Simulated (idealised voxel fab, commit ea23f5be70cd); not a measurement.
This is a process module. Its name is voxel self aligned vias.
Cross-section cut spans 140 nm and uses square cells 5 nm in size.
In this document a cross-section is written as a grid of square cells. It is given as a series of bands, listed from the top down, and a band is one or more rows of cells. This entry defines a band. It first specifies the height of the band's top and the height of its bottom in nm, and then specifies the band's materials from left to right, stating each material with its width in nm. The word "edge to edge" identifies a single material that fills the band from edge to edge, while the word "air" identifies empty space. Heights are expressed relative to 0, this being the level below which the as-received wafer comprises one material exclusively. The lowest band is unbounded in the downward direction and is denoted as in "top 0, no bottom". Width: "30..40" (first number = top row, second number = bottom row, same change from row to row of cells). Key: "no alterations made" - step with no changed cell in the cross-section. Closed empty spaces (no open way to the top) of 8 cells or more are what "Voids, enclosed" lists, each as width x height at distance from the left edge, nm for all three. Anything after a step's settings on that line? It's the simulator's own note about the step. For masked steps, "overlay nm" on the step line gives how far right of plan the mask actually lay; a minus sign means it lay to the left.

# The process steps that were planned are listed below
1: RECEIVE (material Si)
2: CONFORMAL_DEP (material SiO2; thk nm 10)
3: CONFORMAL_DEP (material SiCN; thk nm 5)
4: DIRECTIONAL_DEP (material lowk; thk nm 30)
5: PATTERN (tone open; mask id LINES; material resist; width nm 20; pitch nm 45; thk nm 20; overlay nm 0)
6: DIRECTIONAL_ETCH (etch materials lowk; depth nm 30)
7: STRIP (etch materials resist)
8: CONFORMAL_DEP (material TiN; thk nm 5)
9: FILL_DEP (material W; thk nm 10)
10: CMP (height nm 45)
11: SELECTIVE_ETCH (etch materials W Ru TiN; depth nm 10)
12: FILL_DEP (material SiN; thk nm 5)
13: CMP (height nm 45)
14: DIRECTIONAL_DEP (material lowk; thk nm 20)
15: DIRECTIONAL_DEP (material aC; thk nm 10)
16: PATTERN (tone open; mask id VIAS; material resist; width nm 30; pitch nm 45; thk nm 25; overlay nm 0)
17: DIRECTIONAL_ETCH (etch materials aC; depth nm 10)
18: STRIP (etch materials resist)
19: DIRECTIONAL_ETCH (etch materials lowk; depth nm 20)
20: DIRECTIONAL_ETCH (etch materials SiN; depth nm 10)
21: STRIP (etch materials aC)
22: CONFORMAL_DEP (material TiN; thk nm 5)
23: FILL_DEP (material Cu; thk nm 10)
24: CMP (height nm 65)
25: CONFORMAL_DEP (material SiCN; thk nm 5)

# Cross-section: wafer on arrival = after step 1
- top 0, no bottom  Si edge to edge
- Voids, enclosed: none

# First of two wafers at the end of the module, shown in cross-section; run carried out as planned
- top 70, bottom 65  SiCN edge to edge
- top 65, bottom 50  lowk 30 nm  TiN 5 nm  Cu 20 nm  TiN 5 nm  lowk 15 nm  TiN 5 nm  Cu 20 nm  TiN 5 nm  lowk 35 nm
- top 50, bottom 40  lowk 30..35 nm  TiN 10..5 nm  Cu 10 nm  TiN 10..5 nm  lowk 15..25 nm  TiN 10..5 nm  Cu 10 nm  TiN 10..5 nm  lowk 35..40 nm
- top 40, bottom 35  lowk 35 nm  TiN 20 nm  lowk 25 nm  TiN 20 nm  lowk 40 nm
- top 35, bottom 20  lowk 35 nm  TiN 5 nm  W 10 nm  TiN 5 nm  lowk 25 nm  TiN 5 nm  W 10 nm  TiN 5 nm  lowk 40 nm
- top 20, bottom 15  lowk 35 nm  TiN 20 nm  lowk 25 nm  TiN 20 nm  lowk 40 nm
- top 15, bottom 10  SiCN edge to edge
- top 10, bottom 0  SiO2 edge to edge
- top 0, no bottom  Si edge to edge
- Voids, enclosed: none

# Second wafer of the two, sectioned at the end of the module. It began like the first and followed the same plan, but one mistake was made while running it
- top 70, bottom 65  SiCN edge to edge
- top 65, bottom 50  lowk 30 nm  TiN 5 nm  Cu 20 nm  TiN 5 nm  lowk 15 nm  TiN 5 nm  Cu 20 nm  TiN 5 nm  lowk 35 nm
- top 50, bottom 45  lowk 30 nm  TiN 30 nm  lowk 15 nm  TiN 30 nm  lowk 35 nm
- top 45, bottom 40  SiCN edge to edge
- top 40, bottom 10  lowk edge to edge
- top 10, bottom 0  SiO2 edge to edge
- top 0, no bottom  Si edge to edge
- Voids, enclosed: none
Against the plan, the run slipped here: plan vs actual: 3 and 4 interchanged
Final comparison by cell count, materials where the second wafer has more or fewer than the first: 8 fewer of Cu; 28 fewer of TiN; 12 fewer of W; 48 more of lowk
